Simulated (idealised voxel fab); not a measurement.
This section sets out a process module, namely voxel air gaps.
Cross-section cut: width 260 nm, square cells of 5 nm.
A cross-section is written here as square cells arranged in a grid, and it is given in bands from the top down, each band taking up one or more rows of cells. The entry gives the band's vertical extent as a top height and a bottom height in nm, then its horizontal make-up as materials from left to right, each with a width in nm. "air" stands for empty space; a single material marked "everywhere" fills the band edge to edge. Note: height 0 marks the level under which the wafer is uniformly one material as received. Lowest band unbounded below, written "from 0 down". It should be noted that a width expressed as "30->40" varies in equal increments from row to row of cells within the band, taking the value of the first number at the top row and that of the second number at the bottom row. For the purposes of this document, the phrase "everything unchanged" attached to a step denotes that no cell within the cross-section was modified by that step. Closed empty spaces (no open way to the top) of 8 cells or more are what "Closed void roster" lists, each as width x height at distance from the left edge, nm for all three. Past the settings on a step's line: simulator remark, on that step. What "overlay nm" on a step's line means: if the step has a mask, that mask lay this far to the right of its planned place, or, when the value is negative, to the left.

Plan:
1: RECEIVE (material Si)
2: CONFORMAL_DEP (material SiO2; thk nm 10)
3: CONFORMAL_DEP (material SiCN; thk nm 5)
4: DIRECTIONAL_DEP (material lowk; thk nm 40)
5: DIRECTIONAL_DEP (material aC; thk nm 15)
6: PATTERN (tone open; mask id LINES; material resist; width nm 25; pitch nm 50; thk nm 35; overlay nm 0)
7: DIRECTIONAL_ETCH (etch materials aC; depth nm 15)
8: STRIP (etch materials resist)
9: DIRECTIONAL_ETCH (etch materials lowk; depth nm 40)
10: STRIP (etch materials aC)
11: CONFORMAL_DEP (material TiN; thk nm 5)
12: FILL_DEP (material W; thk nm 5)
13: CMP (height nm 55)
14: EPI (material Ru; thk nm 10)
15: SELECTIVE_ETCH (etch materials lowk; depth nm 50)
16: CONFORMAL_DEP (material SiCN; thk nm 5)

Delivered wafer in cross-section: state after step 1:
* from 0 down  Si everywhere
* Closed void roster: none

Module complete - cross-section of the first of two wafers, run according to plan:
* from 70 to 65  air 25 / SiCN 205 / air 30
* from 65 to 55  air 25 / SiCN 5 / Ru 45 / SiCN 5 / Ru 45 / SiCN 5 / Ru 45 / SiCN 5 / Ru 45 / SiCN 5 / air 30
* from 55 to 50  air 25 / SiCN 15 / TiN 5 / W 15 / TiN 5 / SiCN 25 / TiN 5 / W 15 / TiN 5 / SiCN 25 / TiN 5 / W 15 / TiN 5 / SiCN 25 / TiN 5 / W 15 / TiN 5 / SiCN 15 / air 30
* from 50 to 20  air 35 / SiCN 5 / TiN 5 / W 15 / TiN 5 / SiCN 5 / air 15 / SiCN 5 / TiN 5 / W 15 / TiN 5 / SiCN 5 / air 15 / SiCN 5 / TiN 5 / W 15 / TiN 5 / SiCN 5 / air 15 / SiCN 5 / TiN 5 / W 15 / TiN 5 / SiCN 5 / air 40
* from 20 to 15  SiCN 40 / TiN 25 / SiCN 25 / TiN 25 / SiCN 25 / TiN 25 / SiCN 25 / TiN 25 / SiCN 45
* from 15 to 10  SiCN everywhere
* from 10 to 0  SiO2 everywhere
* from 0 down  Si everywhere
* Closed void roster: 15 x 30 at 70; 15 x 30 at 120; 15 x 30 at 170

Second wafer of the two, sectioned at the end of the module. It began like the first and followed the same plan, but one mistake was made while running it:
* from 70 to 65  air 30 / SiCN 205 / air 25
* from 65 to 55  air 30 / SiCN 5 / Ru 45 / SiCN 5 / Ru 45 / SiCN 5 / Ru 45 / SiCN 5 / Ru 45 / SiCN 5 / air 25
* from 55 to 50  air 30 / SiCN 15 / TiN 5 / W 15 / TiN 5 / SiCN 25 / TiN 5 / W 15 / TiN 5 / SiCN 25 / TiN 5 / W 15 / TiN 5 / SiCN 25 / TiN 5 / W 15 / TiN 5 / SiCN 15 / air 25
* from 50 to 20  air 40 / SiCN 5 / TiN 5 / W 15 / TiN 5 / SiCN 5 / air 15 / SiCN 5 / TiN 5 / W 15 / TiN 5 / SiCN 5 / air 15 / SiCN 5 / TiN 5 / W 15 / TiN 5 / SiCN 5 / air 15 / SiCN 5 / TiN 5 / W 15 / TiN 5 / SiCN 5 / air 35
* from 20 to 15  SiCN 45 / TiN 25 / SiCN 25 / TiN 25 / SiCN 25 / TiN 25 / SiCN 25 / TiN 25 / SiCN 40
* from 15 to 10  SiCN everywhere
* from 10 to 0  SiO2 everywhere
* from 0 down  Si everywhere
* Closed void roster: 15 x 30 at 75; 15 x 30 at 125; 15 x 30 at 175
Deviation noted in wafer processing: step 6 ran differently from the plan; actual operation with settings: PATTERN (tone open; mask id LINES; material resist; width nm 25; pitch nm 50; thk nm 35; overlay nm 5)
By the end, you'd get the same cell count for each material on either wafer, but the second wafer puts them somewhere else.
